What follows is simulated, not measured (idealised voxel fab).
process module | voxel fin reveal
It is cross-section cut that appears here, measuring 285 nm in width, its square cells being 5 nm in size.
How to read a cross-section here: the picture is a grid of square cells, written as bands going from the top down, and any band can span one or more rows of cells.
This entry defines a band. It first specifies the height of the band's top and the height of its bottom in nm, and then specifies the band's materials from left to right, stating each material with its width in nm. The word "full width" identifies a single material that fills the band from edge to edge, while the word "air" identifies empty space.
Convention: height 0 is the level below which the wafer, as received, is all one material. The lowest band does not terminate at the bottom but continues downward, represented as "0..down".
So if you see something like "30..40" for the width, read it as the top row of the band sitting at the first number and the bottom row at the second, with every row in between moving by the same amount as the last.
A step reported as "nothing got changed" is a step in which no cell of the cross-section changed.
Closed empty spaces (no open way to the top) of 8 cells or more are what "Fully closed voids" lists, each as width x height at distance from the left edge, nm for all three.
On each step's line, the part that comes after the settings is the simulator's own comment on the step.
The optional step-line setting "overlay nm" applies to steps with a mask and quantifies how far to the right of its planned location the mask lay, a negative value indicating leftward placement.
# Listed below are the process steps as planned
1) RECEIVE [material Si]
2) CONFORMAL_DEP [material SiN] [thk nm 10]
3) DIRECTIONAL_DEP [material aC] [thk nm 15]
4) PATTERN [tone cover] [mask id FINS] [material resist] [width nm 15] [pitch nm 40] [thk nm 30] [overlay nm 0]
5) DIRECTIONAL_ETCH [etch materials aC] [depth nm 15]
6) STRIP [etch materials resist]
7) DIRECTIONAL_ETCH [etch materials SiN] [depth nm 10]
8) DIRECTIONAL_ETCH [etch materials Si] [depth nm 35]
9) STRIP [etch materials aC]
10) FILL_DEP [material SiO2] [thk nm 10]
11) CMP [height nm 10]
12) SELECTIVE_ETCH [etch materials SiO2] [depth nm 20]
13) STRIP [etch materials SiN]
14) CONFORMAL_DEP [material HfO2] [thk nm 5]
# So, the first of our two wafers, run just as we planned it
# Here's what the wafer looked like in cross-section when it arrived - that's after step 1
	0..down: Si full width
	Fully closed voids: none
# The wafer, seen in cross-section, after step 2
	10..0: SiN full width
	Unchanged below 0.
# The wafer, seen in cross-section, after step 3
	25..10: aC full width
	Unchanged below 10.
# The wafer, seen in cross-section, after step 4
	55..25: air 95 | resist 15 | air 25 | resist 15 | air 25 | resist 15 | air 95
	Unchanged below 25.
# The wafer, seen in cross-section, after step 5
	40..25: air 95 | resist 15 | air 25 | resist 15 | air 25 | resist 15 | air 95
	25..10: air 95 | aC 15 | air 25 | aC 15 | air 25 | aC 15 | air 95
	Unchanged below 10.
# The wafer, seen in cross-section, after step 6
	25..10: air 95 | aC 15 | air 25 | aC 15 | air 25 | aC 15 | air 95
	Unchanged below 10.
# The wafer, seen in cross-section, after step 7
	25..10: air 95 | aC 15 | air 25 | aC 15 | air 25 | aC 15 | air 95
	10..0: air 95 | SiN 15 | air 25 | SiN 15 | air 25 | SiN 15 | air 95
	Unchanged below 0.
# The wafer, seen in cross-section, after step 8
	25..10: air 95 | aC 15 | air 25 | aC 15 | air 25 | aC 15 | air 95
	10..0: air 95 | SiN 15 | air 25 | SiN 15 | air 25 | SiN 15 | air 95
	0..-35: air 95 | Si 15 | air 25 | Si 15 | air 25 | Si 15 | air 95
	Unchanged below -35.
# The wafer, seen in cross-section, after step 9
	10..0: air 95 | SiN 15 | air 25 | SiN 15 | air 25 | SiN 15 | air 95
	Unchanged below 0.
# The wafer, seen in cross-section, after step 10
	20..10: SiO2 full width
	10..0: SiO2 95 | SiN 15 | SiO2 25 | SiN 15 | SiO2 25 | SiN 15 | SiO2 95
	0..-35: SiO2 95 | Si 15 | SiO2 25 | Si 15 | SiO2 25 | Si 15 | SiO2 95
	Unchanged below -35.
# The wafer, seen in cross-section, after step 11
	10..0: SiO2 95 | SiN 15 | SiO2 25 | SiN 15 | SiO2 25 | SiN 15 | SiO2 95
	Unchanged below 0.
# The wafer, seen in cross-section, after step 12
	10..0: air 95 | SiN 15 | air 25 | SiN 15 | air 25 | SiN 15 | air 95
	0..-10: air 95 | Si 15 | air 25 | Si 15 | air 25 | Si 15 | air 95
	Unchanged below -10.
# The wafer, seen in cross-section, after step 13
	0..-10: air 95 | Si 15 | air 25 | Si 15 | air 25 | Si 15 | air 95
	Unchanged below -10.
# The wafer, seen in cross-section, after step 14
	5..0: air 90 | HfO2 25 | air 15 | HfO2 25 | air 15 | HfO2 25 | air 90
	0..-5: air 90 | HfO2 5 | Si 15 | HfO2 5 | air 15 | HfO2 5 | Si 15 | HfO2 5 | air 15 | HfO2 5 | Si 15 | HfO2 5 | air 90
	-5..-10: HfO2 95 | Si 15 | HfO2 25 | Si 15 | HfO2 25 | Si 15 | HfO2 95
	Unchanged below -10.
# Second wafer, same starting state and plan as the first, one mistake in the run, identical through step 7
# The second wafer cut through, at the time step 8 was supposed to be finished
	25..10: air 95 | aC 15 | air 25 | aC 15 | air 25 | aC 15 | air 95
	10..0: air 95 | SiN 15 | air 25 | SiN 15 | air 25 | SiN 15 | air 95
	0..-70: air 95 | Si 15 | air 25 | Si 15 | air 25 | Si 15 | air 95
	Unchanged below -70.
# The second wafer cut through, at the time step 9 was supposed to be finished
	10..0: air 95 | SiN 15 | air 25 | SiN 15 | air 25 | SiN 15 | air 95
	Unchanged below 0.
# The second wafer cut through, at the time step 10 was supposed to be finished
	20..10: SiO2 full width
	10..0: SiO2 95 | SiN 15 | SiO2 25 | SiN 15 | SiO2 25 | SiN 15 | SiO2 95
	0..-70: SiO2 95 | Si 15 | SiO2 25 | Si 15 | SiO2 25 | Si 15 | SiO2 95
	Unchanged below -70.
# The second wafer cut through, at the time step 11 was supposed to be finished
	10..0: SiO2 95 | SiN 15 | SiO2 25 | SiN 15 | SiO2 25 | SiN 15 | SiO2 95
	Unchanged below 0.
# The second wafer cut through, at the time step 12 was supposed to be finished
	10..0: air 95 | SiN 15 | air 25 | SiN 15 | air 25 | SiN 15 | air 95
	0..-10: air 95 | Si 15 | air 25 | Si 15 | air 25 | Si 15 | air 95
	Unchanged below -10.
# The second wafer cut through, at the time step 13 was supposed to be finished
	0..-10: air 95 | Si 15 | air 25 | Si 15 | air 25 | Si 15 | air 95
	Unchanged below -10.
# The second wafer cut through, at the time step 14 was supposed to be finished
	5..0: air 90 | HfO2 25 | air 15 | HfO2 25 | air 15 | HfO2 25 | air 90
	0..-5: air 90 | HfO2 5 | Si 15 | HfO2 5 | air 15 | HfO2 5 | Si 15 | HfO2 5 | air 15 | HfO2 5 | Si 15 | HfO2 5 | air 90
	-5..-10: HfO2 95 | Si 15 | HfO2 25 | Si 15 | HfO2 25 | Si 15 | HfO2 95
	Unchanged below -10.
So what did we get wrong on this run? twice, step 8 of the plan was run
Counted in cells at the end, the second wafer holds more or fewer of these materials than the first: 336 fewer of Si; 336 more of SiO2
